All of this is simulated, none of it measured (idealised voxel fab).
process module | voxel ribs on slabs
cross-section cut | 270 nm wide | cells 5 nm
A cross-section is a grid of square cells, given in bands from the top down. A band is one or more rows of cells.
Each band's line starts with the height of the band's top and of its bottom, in nm. Then come its materials from left to right, each with its width in nm. One material with "throughout" fills the band from edge to edge. "air" is empty space.
Height 0 is the level under which the wafer as received is all one material. The lowest band goes on downwards, as in "0 down".
A width such as "30 to 40" changes by the same amount from each row of cells to the next, from the band's top row to its bottom row.
"no change" after a step means that no cell of the cross-section changed.
closed voids: empty space of 8 cells or more with no open way to the top, each as width x height at its distance from the left edge, in nm
after a step's settings: what the simulator itself notes on the step
overlay nm, on a step with a mask: how far to the right of its planned place the mask lay; to the left if negative
Each pair below shows a cross-section before one step and the cross-section after it, down to the lowest band that changed. The line under each pair gives the step between them, with its settings. The pairs can come from different runs of this module on the same starting wafer, so a pair continues from the pair above only where its "before" says so.
before
  0 down: Si throughout
  closed voids: none
after
  25 to 0: SiO2 throughout
  below 0: unchanged
  closed voids: none
the step between: op DIRECTIONAL_DEP | material SiO2 | thk nm 25
before: the cross-section after the pair above
after
  50 to 25: polySi throughout
  below 25: unchanged
  closed voids: none
the step between: op DIRECTIONAL_DEP | material polySi | thk nm 25
before: the cross-section after the pair above
after
  65 to 50: aC throughout
  below 50: unchanged
  closed voids: none
the step between: op DIRECTIONAL_DEP | material aC | thk nm 15
before: the cross-section after the pair above
after
  100 to 65: air 125 | resist 15 | air 130
  below 65: unchanged
  closed voids: none
the step between: op PATTERN | tone cover | mask id RIB | material resist | width nm 15 | thk nm 35 | overlay nm 0
before: the cross-section after the pair above
after
  85 to 65: air 125 | resist 15 | air 130
  65 to 50: air 125 | aC 15 | air 130
  below 50: unchanged
  closed voids: none
the step between: op DIRECTIONAL_ETCH | etch materials aC | depth nm 15
before: the cross-section after the pair above
after
  65 to 50: air 125 | aC 15 | air 130
  below 50: unchanged
  closed voids: none
the step between: op STRIP | etch materials resist
before: the cross-section after the pair above
after
  65 to 50: air 125 | aC 15 | air 130
  50 to 35: air 125 | polySi 15 | air 130
  below 35: unchanged
  closed voids: none
the step between: op DIRECTIONAL_ETCH | etch materials polySi | depth nm 15
before: the cross-section after the pair above
after
  50 to 35: air 125 | polySi 15 | air 130
  below 35: unchanged
  closed voids: none
the step between: op STRIP | etch materials aC
before: the cross-section after the pair above
after
  70 to 50: air 95 | resist 75 | air 100
  50 to 35: air 95 | resist 30 | polySi 15 | resist 30 | air 100
  below 35: unchanged
  closed voids: none
the step between: op PATTERN | tone cover | mask id SLAB | material resist | width nm 75 | thk nm 20 | overlay nm 0
before: the cross-section after the pair above
after
  70 to 50: air 95 | resist 75 | air 100
  50 to 35: air 95 | resist 30 | polySi 15 | resist 30 | air 100
  35 to 25: air 95 | polySi 75 | air 100
  below 25: unchanged
  closed voids: none
the step between: op DIRECTIONAL_ETCH | etch materials polySi | depth nm 10
before: the cross-section after the pair above
after
  50 to 35: air 125 | polySi 15 | air 130
  below 35: unchanged
  closed voids: none
the step between: op STRIP | etch materials resist
before: the cross-section after the pair above
after
  70 to 50: SiO2 throughout
  50 to 35: SiO2 125 | polySi 15 | SiO2 130
  35 to 25: SiO2 95 | polySi 75 | SiO2 100
  below 25: unchanged
  closed voids: none
the step between: op FILL_DEP | material SiO2 | thk nm 20
before: the cross-section after the pair above
after
  60 to 50: SiO2 throughout
  below 50: unchanged
  closed voids: none
the step between: op CMP | height nm 60
before: the cross-section after the pair above
after
  65 to 60: W throughout
  below 60: unchanged
  closed voids: none
the step between: op DIRECTIONAL_DEP | material W | thk nm 5
before: the cross-section after the pair above
after
  75 to 65: aC throughout
  below 65: unchanged
  closed voids: none
the step between: op DIRECTIONAL_DEP | material aC | thk nm 10
before: the cross-section after the pair above
after
  105 to 75: air 120 | resist 25 | air 125
  below 75: unchanged
  closed voids: none
the step between: op PATTERN | tone cover | mask id HEATER | material resist | width nm 25 | thk nm 30 | overlay nm 0
before: the cross-section after the pair above
after
  95 to 75: air 120 | resist 25 | air 125
  75 to 65: air 120 | aC 25 | air 125
  below 65: unchanged
  closed voids: none
the step between: op DIRECTIONAL_ETCH | etch materials aC | depth nm 10
before: the cross-section after the pair above
after
  75 to 65: air 120 | aC 25 | air 125
  below 65: unchanged
  closed voids: none
the step between: op STRIP | etch materials resist
before: the cross-section after the pair above
after
  75 to 65: air 120 | aC 25 | air 125
  65 to 60: air 120 | W 25 | air 125
  below 60: unchanged
  closed voids: none
the step between: op DIRECTIONAL_ETCH | etch materials W | depth nm 5
before: the cross-section after the pair above
after
  65 to 60: air 120 | W 25 | air 125
  below 60: unchanged
  closed voids: none
the step between: op STRIP | etch materials aC
before: the cross-section after the pair above
after
  70 to 65: air 115 | SiO2 35 | air 120
  65 to 60: SiO2 120 | W 25 | SiO2 125
  below 60: unchanged
  closed voids: none
the step between: op CONFORMAL_DEP | material SiO2 | thk nm 5
before
  25 to 0: SiO2 throughout
  0 down: Si throughout
  closed voids: none
after
  50 to 0: SiO2 throughout
  below 0: unchanged
  closed voids: none
the step between: op DIRECTIONAL_DEP | material SiO2 | thk nm 25
before: the cross-section after the pair above
after
  75 to 50: polySi throughout
  below 50: unchanged
  closed voids: none
the step between: op DIRECTIONAL_DEP | material polySi | thk nm 25
before: the cross-section after the pair above
after
  90 to 75: aC throughout
  below 75: unchanged
  closed voids: none
the step between: op DIRECTIONAL_DEP | material aC | thk nm 15
before: the cross-section after the pair above
after
  125 to 90: air 125 | resist 15 | air 130
  below 90: unchanged
  closed voids: none
the step between: op PATTERN | tone cover | mask id RIB | material resist | width nm 15 | thk nm 35 | overlay nm 0
before: the cross-section after the pair above
after
  110 to 90: air 125 | resist 15 | air 130
  90 to 75: air 125 | aC 15 | air 130
  below 75: unchanged
  closed voids: none
the step between: op DIRECTIONAL_ETCH | etch materials aC | depth nm 15
before: the cross-section after the pair above
after
  90 to 75: air 125 | aC 15 | air 130
  below 75: unchanged
  closed voids: none
the step between: op STRIP | etch materials resist
before: the cross-section after the pair above
after
  90 to 75: air 125 | aC 15 | air 130
  75 to 60: air 125 | polySi 15 | air 130
  below 60: unchanged
  closed voids: none
the step between: op DIRECTIONAL_ETCH | etch materials polySi | depth nm 15
before: the cross-section after the pair above
after
  75 to 60: air 125 | polySi 15 | air 130
  below 60: unchanged
  closed voids: none
the step between: op STRIP | etch materials aC
before: the cross-section after the pair above
after
  95 to 75: air 95 | resist 75 | air 100
  75 to 60: air 95 | resist 30 | polySi 15 | resist 30 | air 100
  below 60: unchanged
  closed voids: none
the step between: op PATTERN | tone cover | mask id SLAB | material resist | width nm 75 | thk nm 20 | overlay nm 0
before: the cross-section after the pair above
after
  95 to 75: air 95 | resist 75 | air 100
  75 to 60: air 95 | resist 30 | polySi 15 | resist 30 | air 100
  60 to 50: air 95 | polySi 75 | air 100
  below 50: unchanged
  closed voids: none
the step between: op DIRECTIONAL_ETCH | etch materials polySi | depth nm 10
before: the cross-section after the pair above
after
  75 to 60: air 125 | polySi 15 | air 130
  below 60: unchanged
  closed voids: none
the step between: op STRIP | etch materials resist
before: the cross-section after the pair above
after
  95 to 75: SiO2 throughout
  75 to 60: SiO2 125 | polySi 15 | SiO2 130
  60 to 50: SiO2 95 | polySi 75 | SiO2 100
  below 50: unchanged
  closed voids: none
the step between: op FILL_DEP | material SiO2 | thk nm 20
before: the cross-section after the pair above
after
  60 to 50: SiO2 95 | polySi 75 | SiO2 100
  below 50: unchanged
  closed voids: none
the step between: op CMP | height nm 60
before: the cross-section after the pair above
after
  65 to 60: W throughout
  below 60: unchanged
  closed voids: none
the step between: op DIRECTIONAL_DEP | material W | thk nm 5
before: the cross-section after the pair above
after
  75 to 65: aC throughout
  below 65: unchanged
  closed voids: none
the step between: op DIRECTIONAL_DEP | material aC | thk nm 10
before: the cross-section after the pair above
after
  105 to 75: air 120 | resist 25 | air 125
  below 75: unchanged
  closed voids: none
the step between: op PATTERN | tone cover | mask id HEATER | material resist | width nm 25 | thk nm 30 | overlay nm 0
before: the cross-section after the pair above
after
  95 to 75: air 120 | resist 25 | air 125
  75 to 65: air 120 | aC 25 | air 125
  below 65: unchanged
  closed voids: none
the step between: op DIRECTIONAL_ETCH | etch materials aC | depth nm 10
before: the cross-section after the pair above
after
  75 to 65: air 120 | aC 25 | air 125
  below 65: unchanged
  closed voids: none
the step between: op STRIP | etch materials resist
before: the cross-section after the pair above
after
  75 to 65: air 120 | aC 25 | air 125
  65 to 60: air 120 | W 25 | air 125
  below 60: unchanged
  closed voids: none
the step between: op DIRECTIONAL_ETCH | etch materials W | depth nm 5
before: the cross-section after the pair above
after
  65 to 60: air 120 | W 25 | air 125
  below 60: unchanged
  closed voids: none
the step between: op STRIP | etch materials aC
before: the cross-section after the pair above
after
  70 to 65: air 115 | SiO2 35 | air 120
  65 to 60: SiO2 120 | W 25 | SiO2 125
  below 60: unchanged
  closed voids: none
the step between: op CONFORMAL_DEP | material SiO2 | thk nm 5
before
  25 to 0: SiO2 throughout
  0 down: Si throughout
  closed voids: none
after
  40 to 25: aC throughout
  below 25: unchanged
  closed voids: none
the step between: op DIRECTIONAL_DEP | material aC | thk nm 15
before: the cross-section after the pair above
after
  65 to 40: polySi throughout
  below 40: unchanged
  closed voids: none
the step between: op DIRECTIONAL_DEP | material polySi | thk nm 25
before: the cross-section after the pair above
after
  100 to 65: air 125 | resist 15 | air 130
  below 65: unchanged
  closed voids: none
the step between: op PATTERN | tone cover | mask id RIB | material resist | width nm 15 | thk nm 35 | overlay nm 0
before: the cross-section after the pair above
after
  85 to 65: air 125 | resist 15 | air 130
  below 65: unchanged
  closed voids: none
the step between: op DIRECTIONAL_ETCH | etch materials aC | depth nm 15
before: the cross-section after the pair above
after
  65 to 40: polySi throughout
  below 40: unchanged
  closed voids: none
the step between: op STRIP | etch materials resist
before: the cross-section after the pair above
after
  50 to 40: polySi throughout
  below 40: unchanged
  closed voids: none
the step between: op DIRECTIONAL_ETCH | etch materials polySi | depth nm 15
before: the cross-section after the pair above
after
  70 to 50: air 95 | resist 75 | air 100
  below 50: unchanged
  closed voids: none
the step between: op PATTERN | tone cover | mask id SLAB | material resist | width nm 75 | thk nm 20 | overlay nm 0
before: the cross-section after the pair above
after
  70 to 50: air 95 | resist 75 | air 100
  50 to 40: air 95 | polySi 75 | air 100
  below 40: unchanged
  closed voids: none
the step between: op DIRECTIONAL_ETCH | etch materials polySi | depth nm 10
before: the cross-section after the pair above
after
  50 to 40: air 95 | polySi 75 | air 100
  below 40: unchanged
  closed voids: none
the step between: op STRIP | etch materials resist
before: the cross-section after the pair above
after
  70 to 50: SiO2 throughout
  50 to 40: SiO2 95 | polySi 75 | SiO2 100
  below 40: unchanged
  closed voids: none
the step between: op FILL_DEP | material SiO2 | thk nm 20
before: the cross-section after the pair above
after
  60 to 50: SiO2 throughout
  below 50: unchanged
  closed voids: none
the step between: op CMP | height nm 60
before: the cross-section after the pair above
after
  65 to 60: W throughout
  below 60: unchanged
  closed voids: none
the step between: op DIRECTIONAL_DEP | material W | thk nm 5
before: the cross-section after the pair above
after
  75 to 65: aC throughout
  below 65: unchanged
  closed voids: none
the step between: op DIRECTIONAL_DEP | material aC | thk nm 10
before: the cross-section after the pair above
after
  105 to 75: air 120 | resist 25 | air 125
  below 75: unchanged
  closed voids: none
the step between: op PATTERN | tone cover | mask id HEATER | material resist | width nm 25 | thk nm 30 | overlay nm 0
before: the cross-section after the pair above
after
  95 to 75: air 120 | resist 25 | air 125
  75 to 65: air 120 | aC 25 | air 125
  below 65: unchanged
  closed voids: none
the step between: op DIRECTIONAL_ETCH | etch materials aC | depth nm 10
before: the cross-section after the pair above
after
  75 to 65: air 120 | aC 25 | air 125
  below 65: unchanged
  closed voids: none
the step between: op STRIP | etch materials resist
before: the cross-section after the pair above
after
  75 to 65: air 120 | aC 25 | air 125
  65 to 60: air 120 | W 25 | air 125
  below 60: unchanged
  closed voids: none
the step between: op DIRECTIONAL_ETCH | etch materials W | depth nm 5
before: the cross-section after the pair above
after
  65 to 60: air 120 | W 25 | air 125
  below 60: unchanged
  closed voids: none
the step between: op STRIP | etch materials aC
before: the cross-section after the pair above
after
  70 to 65: air 115 | SiO2 35 | air 120
  65 to 60: SiO2 120 | W 25 | SiO2 125
  below 60: unchanged
  closed voids: none
the step between: op CONFORMAL_DEP | material SiO2 | thk nm 5
before
  0 down: Si throughout
  closed voids: none
after
  30 to 0: SiO2 throughout
  below 0: unchanged
  closed voids: none
the step between: op DIRECTIONAL_DEP | material SiO2 | thk nm 30
before: the cross-section after the pair above
after
  55 to 30: polySi throughout
  below 30: unchanged
  closed voids: none
the step between: op DIRECTIONAL_DEP | material polySi | thk nm 25
before: the cross-section after the pair above
after
  70 to 55: aC throughout
  below 55: unchanged
  closed voids: none
the step between: op DIRECTIONAL_DEP | material aC | thk nm 15
before: the cross-section after the pair above
after
  105 to 70: air 125 | resist 15 | air 130
  below 70: unchanged
  closed voids: none
the step between: op PATTERN | tone cover | mask id RIB | material resist | width nm 15 | thk nm 35 | overlay nm 0
before: the cross-section after the pair above
after
  90 to 70: air 125 | resist 15 | air 130
  70 to 55: air 125 | aC 15 | air 130
  below 55: unchanged
  closed voids: none
the step between: op DIRECTIONAL_ETCH | etch materials aC | depth nm 15
before: the cross-section after the pair above
after
  70 to 55: air 125 | aC 15 | air 130
  below 55: unchanged
  closed voids: none
the step between: op STRIP | etch materials resist
before: the cross-section after the pair above
after
  70 to 55: air 125 | aC 15 | air 130
  55 to 40: air 125 | polySi 15 | air 130
  below 40: unchanged
  closed voids: none
the step between: op DIRECTIONAL_ETCH | etch materials polySi | depth nm 15
before: the cross-section after the pair above
after
  55 to 40: air 125 | polySi 15 | air 130
  below 40: unchanged
  closed voids: none
the step between: op STRIP | etch materials aC
before: the cross-section after the pair above
after
  75 to 55: air 95 | resist 75 | air 100
  55 to 40: air 95 | resist 30 | polySi 15 | resist 30 | air 100
  below 40: unchanged
  closed voids: none
the step between: op PATTERN | tone cover | mask id SLAB | material resist | width nm 75 | thk nm 20 | overlay nm 0
before: the cross-section after the pair above
after
  75 to 55: air 95 | resist 75 | air 100
  55 to 40: air 95 | resist 30 | polySi 15 | resist 30 | air 100
  40 to 30: air 95 | polySi 75 | air 100
  below 30: unchanged
  closed voids: none
the step between: op DIRECTIONAL_ETCH | etch materials polySi | depth nm 10
before: the cross-section after the pair above
after
  55 to 40: air 125 | polySi 15 | air 130
  below 40: unchanged
  closed voids: none
the step between: op STRIP | etch materials resist
before: the cross-section after the pair above
after
  75 to 55: SiO2 throughout
  55 to 40: SiO2 125 | polySi 15 | SiO2 130
  40 to 30: SiO2 95 | polySi 75 | SiO2 100
  below 30: unchanged
  closed voids: none
the step between: op FILL_DEP | material SiO2 | thk nm 20
before: the cross-section after the pair above
after
  60 to 55: SiO2 throughout
  below 55: unchanged
  closed voids: none
the step between: op CMP | height nm 60
before: the cross-section after the pair above
after
  65 to 60: W throughout
  below 60: unchanged
  closed voids: none
the step between: op DIRECTIONAL_DEP | material W | thk nm 5
before: the cross-section after the pair above
after
  75 to 65: aC throughout
  below 65: unchanged
  closed voids: none
the step between: op DIRECTIONAL_DEP | material aC | thk nm 10
before: the cross-section after the pair above
after
  105 to 75: air 120 | resist 25 | air 125
  below 75: unchanged
  closed voids: none
the step between: op PATTERN | tone cover | mask id HEATER | material resist | width nm 25 | thk nm 30 | overlay nm 0
before: the cross-section after the pair above
after
  95 to 75: air 120 | resist 25 | air 125
  75 to 65: air 120 | aC 25 | air 125
  below 65: unchanged
  closed voids: none
the step between: op DIRECTIONAL_ETCH | etch materials aC | depth nm 10
before: the cross-section after the pair above
after
  75 to 65: air 120 | aC 25 | air 125
  below 65: unchanged
  closed voids: none
the step between: op STRIP | etch materials resist
before: the cross-section after the pair above
after
  75 to 65: air 120 | aC 25 | air 125
  65 to 60: air 120 | W 25 | air 125
  below 60: unchanged
  closed voids: none
the step between: op DIRECTIONAL_ETCH | etch materials W | depth nm 5
before: the cross-section after the pair above
after
  65 to 60: air 120 | W 25 | air 125
  below 60: unchanged
  closed voids: none
the step between: op STRIP | etch materials aC
before: the cross-section after the pair above
after
  70 to 65: air 115 | SiO2 35 | air 120
  65 to 60: SiO2 120 | W 25 | SiO2 125
  below 60: unchanged
  closed voids: none
the step between: op CONFORMAL_DEP | material SiO2 | thk nm 5
before
  75 to 65: aC throughout
  65 to 60: W throughout
  60 to 50: SiO2 throughout
  50 to 35: SiO2 125 | polySi 15 | SiO2 130
  35 to 25: SiO2 95 | polySi 75 | SiO2 100
  25 to 0: SiO2 throughout
  0 down: Si throughout
  closed voids: none
after
  105 to 75: air 115 | resist 35 | air 120
  below 75: unchanged
  closed voids: none
the step between: op PATTERN | tone cover | mask id HEATER | material resist | width nm 35 | thk nm 30 | overlay nm 0
before: the cross-section after the pair above
after
  95 to 75: air 115 | resist 35 | air 120
  75 to 65: air 115 | aC 35 | air 120
  below 65: unchanged
  closed voids: none
the step between: op DIRECTIONAL_ETCH | etch materials aC | depth nm 10
before: the cross-section after the pair above
after
  75 to 65: air 115 | aC 35 | air 120
  below 65: unchanged
  closed voids: none
the step between: op STRIP | etch materials resist
before: the cross-section after the pair above
after
  75 to 65: air 115 | aC 35 | air 120
  65 to 60: air 115 | W 35 | air 120
  below 60: unchanged
  closed voids: none
the step between: op DIRECTIONAL_ETCH | etch materials W | depth nm 5
before: the cross-section after the pair above
after
  65 to 60: air 115 | W 35 | air 120
  below 60: unchanged
  closed voids: none
the step between: op STRIP | etch materials aC
before: the cross-section after the pair above
after
  70 to 65: air 110 | SiO2 45 | air 115
  65 to 60: SiO2 115 | W 35 | SiO2 120
  below 60: unchanged
  closed voids: none
the step between: op CONFORMAL_DEP | material SiO2 | thk nm 5
before
  75 to 65: aC throughout
  65 to 60: W throughout
  60 to 50: SiO2 throughout
  50 to 35: SiO2 125 | polySi 15 | SiO2 130
  35 to 25: SiO2 95 | polySi 75 | SiO2 100
  25 to 0: SiO2 throughout
  0 down: Si throughout
  closed voids: none
after
  105 to 75: air 130 | resist 25 | air 115
  below 75: unchanged
  closed voids: none
the step between: op PATTERN | tone cover | mask id HEATER | material resist | width nm 25 | thk nm 30 | overlay nm 10
before: the cross-section after the pair above
after
  95 to 75: air 130 | resist 25 | air 115
  75 to 65: air 130 | aC 25 | air 115
  below 65: unchanged
  closed voids: none
the step between: op DIRECTIONAL_ETCH | etch materials aC | depth nm 10
before: the cross-section after the pair above
after
  75 to 65: air 130 | aC 25 | air 115
  below 65: unchanged
  closed voids: none
the step between: op STRIP | etch materials resist
before: the cross-section after the pair above
after
  75 to 65: air 130 | aC 25 | air 115
  65 to 60: air 130 | W 25 | air 115
  below 60: unchanged
  closed voids: none
the step between: op DIRECTIONAL_ETCH | etch materials W | depth nm 5
before: the cross-section after the pair above
after
  65 to 60: air 130 | W 25 | air 115
  below 60: unchanged
  closed voids: none
the step between: op STRIP | etch materials aC
before: the cross-section after the pair above
after
  70 to 65: air 125 | SiO2 35 | air 110
  65 to 60: SiO2 130 | W 25 | SiO2 115
  below 60: unchanged
  closed voids: none
the step between: op CONFORMAL_DEP | material SiO2 | thk nm 5
before
  50 to 25: polySi throughout
  25 to 0: SiO2 throughout
  0 down: Si throughout
  closed voids: none
after
  65 to 50: SiO2 throughout
  below 50: unchanged
  closed voids: none
the step between: op DIRECTIONAL_DEP | material SiO2 | thk nm 15
before: the cross-section after the pair above
after
  100 to 65: air 125 | resist 15 | air 130
  below 65: unchanged
  closed voids: none
the step between: op PATTERN | tone cover | mask id RIB | material resist | width nm 15 | thk nm 35 | overlay nm 0
before: the cross-section after the pair above
after
  85 to 65: air 125 | resist 15 | air 130
  below 65: unchanged
  closed voids: none
the step between: op DIRECTIONAL_ETCH | etch materials aC | depth nm 15
before: the cross-section after the pair above
after
  65 to 50: SiO2 throughout
  below 50: unchanged
  closed voids: none
the step between: op STRIP | etch materials resist
before: the cross-section after the pair above
after
  85 to 65: air 95 | resist 75 | air 100
  below 65: unchanged
  closed voids: none
the step between: op PATTERN | tone cover | mask id SLAB | material resist | width nm 75 | thk nm 20 | overlay nm 0
before: the cross-section after the pair above
after
  65 to 50: SiO2 throughout
  below 50: unchanged
  closed voids: none
the step between: op STRIP | etch materials resist
before: the cross-section after the pair above
after
  85 to 50: SiO2 throughout
  below 50: unchanged
  closed voids: none
the step between: op FILL_DEP | material SiO2 | thk nm 20
before: the cross-section after the pair above
after
  60 to 50: SiO2 throughout
  below 50: unchanged
  closed voids: none
the step between: op CMP | height nm 60
before: the cross-section after the pair above
after
  65 to 60: W throughout
  below 60: unchanged
  closed voids: none
the step between: op DIRECTIONAL_DEP | material W | thk nm 5
before: the cross-section after the pair above
after
  75 to 65: aC throughout
  below 65: unchanged
  closed voids: none
the step between: op DIRECTIONAL_DEP | material aC | thk nm 10
before: the cross-section after the pair above
after
  105 to 75: air 120 | resist 25 | air 125
  below 75: unchanged
  closed voids: none
the step between: op PATTERN | tone cover | mask id HEATER | material resist | width nm 25 | thk nm 30 | overlay nm 0
before: the cross-section after the pair above
after
  95 to 75: air 120 | resist 25 | air 125
  75 to 65: air 120 | aC 25 | air 125
  below 65: unchanged
  closed voids: none
the step between: op DIRECTIONAL_ETCH | etch materials aC | depth nm 10
before: the cross-section after the pair above
after
  75 to 65: air 120 | aC 25 | air 125
  below 65: unchanged
  closed voids: none
the step between: op STRIP | etch materials resist
before: the cross-section after the pair above
after
  75 to 65: air 120 | aC 25 | air 125
  65 to 60: air 120 | W 25 | air 125
  below 60: unchanged
  closed voids: none
the step between: op DIRECTIONAL_ETCH | etch materials W | depth nm 5
before: the cross-section after the pair above
after
  65 to 60: air 120 | W 25 | air 125
  below 60: unchanged
  closed voids: none
the step between: op STRIP | etch materials aC
before: the cross-section after the pair above
after
  70 to 65: air 115 | SiO2 35 | air 120
  65 to 60: SiO2 120 | W 25 | SiO2 125
  below 60: unchanged
  closed voids: none
the step between: op CONFORMAL_DEP | material SiO2 | thk nm 5
before
  65 to 50: aC throughout
  50 to 25: polySi throughout
  25 to 0: SiO2 throughout
  0 down: Si throughout
  closed voids: none
after
  100 to 65: resist 125 | air 15 | resist 130
  below 65: unchanged
  closed voids: none
the step between: op PATTERN | tone open | mask id RIB | material resist | width nm 15 | thk nm 35 | overlay nm 0
before: the cross-section after the pair above
after
  85 to 65: resist 125 | air 15 | resist 130
  65 to 50: aC 125 | air 15 | aC 130
  below 50: unchanged
  closed voids: none
the step between: op DIRECTIONAL_ETCH | etch materials aC | depth nm 15
before: the cross-section after the pair above
after
  65 to 50: aC 125 | air 15 | aC 130
  below 50: unchanged
  closed voids: none
the step between: op STRIP | etch materials resist
before: the cross-section after the pair above
after
  65 to 50: aC 125 | air 15 | aC 130
  50 to 35: polySi 125 | air 15 | polySi 130
  below 35: unchanged
  closed voids: none
the step between: op DIRECTIONAL_ETCH | etch materials polySi | depth nm 15
before: the cross-section after the pair above
after
  50 to 35: polySi 125 | air 15 | polySi 130
  below 35: unchanged
  closed voids: none
the step between: op STRIP | etch materials aC
before: the cross-section after the pair above
after
  70 to 50: air 95 | resist 75 | air 100
  50 to 35: polySi 125 | resist 15 | polySi 130
  below 35: unchanged
  closed voids: none
the step between: op PATTERN | tone cover | mask id SLAB | material resist | width nm 75 | thk nm 20 | overlay nm 0
before: the cross-section after the pair above
after
  70 to 50: air 95 | resist 75 | air 100
  50 to 40: air 95 | polySi 30 | resist 15 | polySi 30 | air 100
  below 40: unchanged
  closed voids: none
the step between: op DIRECTIONAL_ETCH | etch materials polySi | depth nm 10
before: the cross-section after the pair above
after
  50 to 40: air 95 | polySi 30 | air 15 | polySi 30 | air 100
  40 to 35: polySi 125 | air 15 | polySi 130
  below 35: unchanged
  closed voids: none
the step between: op STRIP | etch materials resist
before: the cross-section after the pair above
after
  70 to 50: SiO2 throughout
  50 to 40: SiO2 95 | polySi 30 | SiO2 15 | polySi 30 | SiO2 100
  40 to 35: polySi 125 | SiO2 15 | polySi 130
  below 35: unchanged
  closed voids: none
the step between: op FILL_DEP | material SiO2 | thk nm 20
before: the cross-section after the pair above
after
  60 to 50: SiO2 throughout
  below 50: unchanged
  closed voids: none
the step between: op CMP | height nm 60
before: the cross-section after the pair above
after
  65 to 60: W throughout
  below 60: unchanged
  closed voids: none
the step between: op DIRECTIONAL_DEP | material W | thk nm 5
before: the cross-section after the pair above
after
  75 to 65: aC throughout
  below 65: unchanged
  closed voids: none
the step between: op DIRECTIONAL_DEP | material aC | thk nm 10
before: the cross-section after the pair above
after
  105 to 75: air 120 | resist 25 | air 125
  below 75: unchanged
  closed voids: none
the step between: op PATTERN | tone cover | mask id HEATER | material resist | width nm 25 | thk nm 30 | overlay nm 0
before: the cross-section after the pair above
after
  95 to 75: air 120 | resist 25 | air 125
  75 to 65: air 120 | aC 25 | air 125
  below 65: unchanged
  closed voids: none
the step between: op DIRECTIONAL_ETCH | etch materials aC | depth nm 10
before: the cross-section after the pair above
after
  75 to 65: air 120 | aC 25 | air 125
  below 65: unchanged
  closed voids: none
the step between: op STRIP | etch materials resist
before: the cross-section after the pair above
after
  75 to 65: air 120 | aC 25 | air 125
  65 to 60: air 120 | W 25 | air 125
  below 60: unchanged
  closed voids: none
the step between: op DIRECTIONAL_ETCH | etch materials W | depth nm 5
before: the cross-section after the pair above
after
  65 to 60: air 120 | W 25 | air 125
  below 60: unchanged
  closed voids: none
the step between: op STRIP | etch materials aC
before: the cross-section after the pair above
after
  70 to 65: air 115 | SiO2 35 | air 120
  65 to 60: SiO2 120 | W 25 | SiO2 125
  below 60: unchanged
  closed voids: none
the step between: op CONFORMAL_DEP | material SiO2 | thk nm 5
